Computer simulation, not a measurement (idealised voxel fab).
The name of this process module is voxel quadruple lines.
For reference, the cross-section in this document is cut, with width 235 nm and square cells of 5 nm.
For the purposes of this document, a cross-section shall be understood as a grid of square cells, specified as bands listed in top-to-bottom order, each band consisting of one or more rows of cells. Band entry format. Leading values: height of top, height of bottom, nm. Remainder: materials in left-to-right order, each with its width in nm. Special words: "throughout" on a single material, which then fills the band edge to edge; "blank", empty space. Measure heights from 0. That's the level where, below it, the as-received wafer is all one material. The lowest band is bottomless and extends downward; write it as in "0..down". When a width is written as two numbers, as in "30->40", the first number is the width in the top row of cells of the band and the second is the width in its bottom row, and the width changes by the same amount from each row to the next. The designation "everything unchanged", where it is given for a processing step, indicates that no cell of the cross-section was altered in the course of that step. "Voids, enclosed" lists enclosed empty spaces (at least 8 cells, no open path upward to the top), each as width x height at distance from the left edge, in nm. Heads up: the bit after the settings on a step's line is the simulator's remark on that step. Regarding "overlay nm": on a step with a mask, it is the distance the mask lay to the right of its planned place; a negative value places it to the left.

THE FOLLOWING LIST GIVES THE PLANNED PROCESS STEPS
1) RECEIVE,material Si
2) CONFORMAL_DEP,material SiO2,thk nm 5
3) DIRECTIONAL_DEP,material Ru,thk nm 15
4) DIRECTIONAL_DEP,material polySi,thk nm 15
5) DIRECTIONAL_DEP,material aC,thk nm 25
6) PATTERN,tone cover,mask id MANDREL,material resist,width nm 25,pitch nm 80,thk nm 35,overlay nm 0
7) DIRECTIONAL_ETCH,etch materials aC,depth nm 25
8) STRIP,etch materials resist
9) CONFORMAL_DEP,material SiO2,thk nm 15
10) DIRECTIONAL_ETCH,etch materials SiO2,depth nm 15
11) STRIP,etch materials aC
12) DIRECTIONAL_ETCH,etch materials polySi,depth nm 15
13) STRIP,etch materials SiO2
14) CONFORMAL_DEP,material SiCN,thk nm 5
15) DIRECTIONAL_ETCH,etch materials SiCN,depth nm 5
16) STRIP,etch materials polySi
17) DIRECTIONAL_ETCH,etch materials Ru,depth nm 15
18) STRIP,etch materials SiCN

THE FIRST WAFER OF TWO, PROCESSED AS PLANNED

CROSS-SECTION: WAFER ON ARRIVAL = AFTER STEP 1
- 0..down = Si throughout
- Voids, enclosed: none

CROSS-SECTIONAL REPRESENTATION OF THE WAFER AT THE CONCLUSION OF STEP 2
- 5..0 = SiO2 throughout
- For the remainder of the cross-section, below 0, there is no change.

CROSS-SECTIONAL REPRESENTATION OF THE WAFER AT THE CONCLUSION OF STEP 3
- 20..5 = Ru throughout
- For the remainder of the cross-section, below 5, there is no change.

CROSS-SECTIONAL REPRESENTATION OF THE WAFER AT THE CONCLUSION OF STEP 4
- 35..20 = polySi throughout
- For the remainder of the cross-section, below 20, there is no change.

CROSS-SECTIONAL REPRESENTATION OF THE WAFER AT THE CONCLUSION OF STEP 5
- 60..35 = aC throughout
- For the remainder of the cross-section, below 35, there is no change.

CROSS-SECTIONAL REPRESENTATION OF THE WAFER AT THE CONCLUSION OF STEP 6
- 95..60 = 65 of blank | 25 of resist | 55 of blank | 25 of resist | 65 of blank
- For the remainder of the cross-section, below 60, there is no change.

CROSS-SECTIONAL REPRESENTATION OF THE WAFER AT THE CONCLUSION OF STEP 7
- 70..60 = 65 of blank | 25 of resist | 55 of blank | 25 of resist | 65 of blank
- 60..35 = 65 of blank | 25 of aC | 55 of blank | 25 of aC | 65 of blank
- For the remainder of the cross-section, below 35, there is no change.

CROSS-SECTIONAL REPRESENTATION OF THE WAFER AT THE CONCLUSION OF STEP 8
- 60..35 = 65 of blank | 25 of aC | 55 of blank | 25 of aC | 65 of blank
- For the remainder of the cross-section, below 35, there is no change.

CROSS-SECTIONAL REPRESENTATION OF THE WAFER AT THE CONCLUSION OF STEP 9
- 75..60 = 50 of blank | 55 of SiO2 | 25 of blank | 55 of SiO2 | 50 of blank
- 60..50 = 50 of blank | 15 of SiO2 | 25 of aC | 15 of SiO2 | 25 of blank | 15 of SiO2 | 25 of aC | 15 of SiO2 | 50 of blank
- 50..35 = 65 of SiO2 | 25 of aC | 55 of SiO2 | 25 of aC | 65 of SiO2
- For the remainder of the cross-section, below 35, there is no change.

CROSS-SECTIONAL REPRESENTATION OF THE WAFER AT THE CONCLUSION OF STEP 10
- 60..35 = 50 of blank | 15 of SiO2 | 25 of aC | 15 of SiO2 | 25 of blank | 15 of SiO2 | 25 of aC | 15 of SiO2 | 50 of blank
- For the remainder of the cross-section, below 35, there is no change.

CROSS-SECTIONAL REPRESENTATION OF THE WAFER AT THE CONCLUSION OF STEP 11
- 60..35 = 50 of blank | 15 of SiO2 | 25 of blank | 15 of SiO2 | 25 of blank | 15 of SiO2 | 25 of blank | 15 of SiO2 | 50 of blank
- For the remainder of the cross-section, below 35, there is no change.

CROSS-SECTIONAL REPRESENTATION OF THE WAFER AT THE CONCLUSION OF STEP 12
- 60..35 = 50 of blank | 15 of SiO2 | 25 of blank | 15 of SiO2 | 25 of blank | 15 of SiO2 | 25 of blank | 15 of SiO2 | 50 of blank
- 35..20 = 50 of blank | 15 of polySi | 25 of blank | 15 of polySi | 25 of blank | 15 of polySi | 25 of blank | 15 of polySi | 50 of blank
- For the remainder of the cross-section, below 20, there is no change.

CROSS-SECTIONAL REPRESENTATION OF THE WAFER AT THE CONCLUSION OF STEP 13
- 35..20 = 50 of blank | 15 of polySi | 25 of blank | 15 of polySi | 25 of blank | 15 of polySi | 25 of blank | 15 of polySi | 50 of blank
- For the remainder of the cross-section, below 20, there is no change.

CROSS-SECTIONAL REPRESENTATION OF THE WAFER AT THE CONCLUSION OF STEP 14
- 40..35 = 45 of blank | 25 of SiCN | 15 of blank | 25 of SiCN | 15 of blank | 25 of SiCN | 15 of blank | 25 of SiCN | 45 of blank
- 35..25 = 45 of blank | 5 of SiCN | 15 of polySi | 5 of SiCN | 15 of blank | 5 of SiCN | 15 of polySi | 5 of SiCN | 15 of blank | 5 of SiCN | 15 of polySi | 5 of SiCN | 15 of blank | 5 of SiCN | 15 of polySi | 5 of SiCN | 45 of blank
- 25..20 = 50 of SiCN | 15 of polySi | 25 of SiCN | 15 of polySi | 25 of SiCN | 15 of polySi | 25 of SiCN | 15 of polySi | 50 of SiCN
- For the remainder of the cross-section, below 20, there is no change.

CROSS-SECTIONAL REPRESENTATION OF THE WAFER AT THE CONCLUSION OF STEP 15
- 35..20 = 45 of blank | 5 of SiCN | 15 of polySi | 5 of SiCN | 15 of blank | 5 of SiCN | 15 of polySi | 5 of SiCN | 15 of blank | 5 of SiCN | 15 of polySi | 5 of SiCN | 15 of blank | 5 of SiCN | 15 of polySi | 5 of SiCN | 45 of blank
- For the remainder of the cross-section, below 20, there is no change.

CROSS-SECTIONAL REPRESENTATION OF THE WAFER AT THE CONCLUSION OF STEP 16
- 35..20 = 45 of blank | 5 of SiCN | 15 of blank | 5 of SiCN | 15 of blank | 5 of SiCN | 15 of blank | 5 of SiCN | 15 of blank | 5 of SiCN | 15 of blank | 5 of SiCN | 15 of blank | 5 of SiCN | 15 of blank | 5 of SiCN | 45 of blank
- For the remainder of the cross-section, below 20, there is no change.

CROSS-SECTIONAL REPRESENTATION OF THE WAFER AT THE CONCLUSION OF STEP 17
- 35..20 = 45 of blank | 5 of SiCN | 15 of blank | 5 of SiCN | 15 of blank | 5 of SiCN | 15 of blank | 5 of SiCN | 15 of blank | 5 of SiCN | 15 of blank | 5 of SiCN | 15 of blank | 5 of SiCN | 15 of blank | 5 of SiCN | 45 of blank
- 20..5 = 45 of blank | 5 of Ru | 15 of blank | 5 of Ru | 15 of blank | 5 of Ru | 15 of blank | 5 of Ru | 15 of blank | 5 of Ru | 15 of blank | 5 of Ru | 15 of blank | 5 of Ru | 15 of blank | 5 of Ru | 45 of blank
- For the remainder of the cross-section, below 5, there is no change.

CROSS-SECTIONAL REPRESENTATION OF THE WAFER AT THE CONCLUSION OF STEP 18
- 20..5 = 45 of blank | 5 of Ru | 15 of blank | 5 of Ru | 15 of blank | 5 of Ru | 15 of blank | 5 of Ru | 15 of blank | 5 of Ru | 15 of blank | 5 of Ru | 15 of blank | 5 of Ru | 15 of blank | 5 of Ru | 45 of blank
- For the remainder of the cross-section, below 5, there is no change.

THE SECOND WAFER: COMMON ORIGIN AND PLAN, ONE MISTAKE IN EXECUTION, IDENTICAL TO THE FIRST THROUGH STEP 4

CROSS-SECTION OF THE SECOND WAFER AT THE TIME BY WHICH STEP 5 SHOULD HAVE BEEN COMPLETED ACCORDING TO THE PLAN
- 60..35 = Ru throughout
- For the remainder of the cross-section, below 35, there is no change.

CROSS-SECTION OF THE SECOND WAFER AT THE TIME BY WHICH STEP 6 SHOULD HAVE BEEN COMPLETED ACCORDING TO THE PLAN
- 95..60 = 65 of blank | 25 of resist | 55 of blank | 25 of resist | 65 of blank
- For the remainder of the cross-section, below 60, there is no change.

CROSS-SECTION OF THE SECOND WAFER AT THE TIME BY WHICH STEP 7 SHOULD HAVE BEEN COMPLETED ACCORDING TO THE PLAN
- 70..60 = 65 of blank | 25 of resist | 55 of blank | 25 of resist | 65 of blank
- For the remainder of the cross-section, below 60, there is no change.

CROSS-SECTION OF THE SECOND WAFER AT THE TIME BY WHICH STEP 8 SHOULD HAVE BEEN COMPLETED ACCORDING TO THE PLAN
- 60..35 = Ru throughout
- For the remainder of the cross-section, below 35, there is no change.

CROSS-SECTION OF THE SECOND WAFER AT THE TIME BY WHICH STEP 9 SHOULD HAVE BEEN COMPLETED ACCORDING TO THE PLAN
- 75..60 = SiO2 throughout
- For the remainder of the cross-section, below 60, there is no change.

CROSS-SECTION OF THE SECOND WAFER AT THE TIME BY WHICH STEP 10 SHOULD HAVE BEEN COMPLETED ACCORDING TO THE PLAN
- 60..35 = Ru throughout
- For the remainder of the cross-section, below 35, there is no change.

Cross-section of the second wafer at the time by which step 11 should have been completed according to the plan: everything unchanged

Cross-section of the second wafer at the time by which step 12 should have been completed according to the plan: everything unchanged

Cross-section of the second wafer at the time by which step 13 should have been completed according to the plan: everything unchanged

CROSS-SECTION OF THE SECOND WAFER AT THE TIME BY WHICH STEP 14 SHOULD HAVE BEEN COMPLETED ACCORDING TO THE PLAN
- 65..60 = SiCN throughout
- For the remainder of the cross-section, below 60, there is no change.

CROSS-SECTION OF THE SECOND WAFER AT THE TIME BY WHICH STEP 15 SHOULD HAVE BEEN COMPLETED ACCORDING TO THE PLAN
- 60..35 = Ru throughout
- For the remainder of the cross-section, below 35, there is no change.

Cross-section of the second wafer at the time by which step 16 should have been completed according to the plan: everything unchanged

CROSS-SECTION OF THE SECOND WAFER AT THE TIME BY WHICH STEP 17 SHOULD HAVE BEEN COMPLETED ACCORDING TO THE PLAN
- 45..35 = Ru throughout
- For the remainder of the cross-section, below 35, there is no change.

Cross-section of the second wafer at the time by which step 18 should have been completed according to the plan: everything unchanged
Heads up, the wafer didn't run the way we planned it: step 5 deviated from plan and actually ran as DIRECTIONAL_DEP,material Ru,thk nm 25
Wrapping up, a cell-based count of both wafers puts the second over or under the first for these materials: +211 Ru | +141 polySi
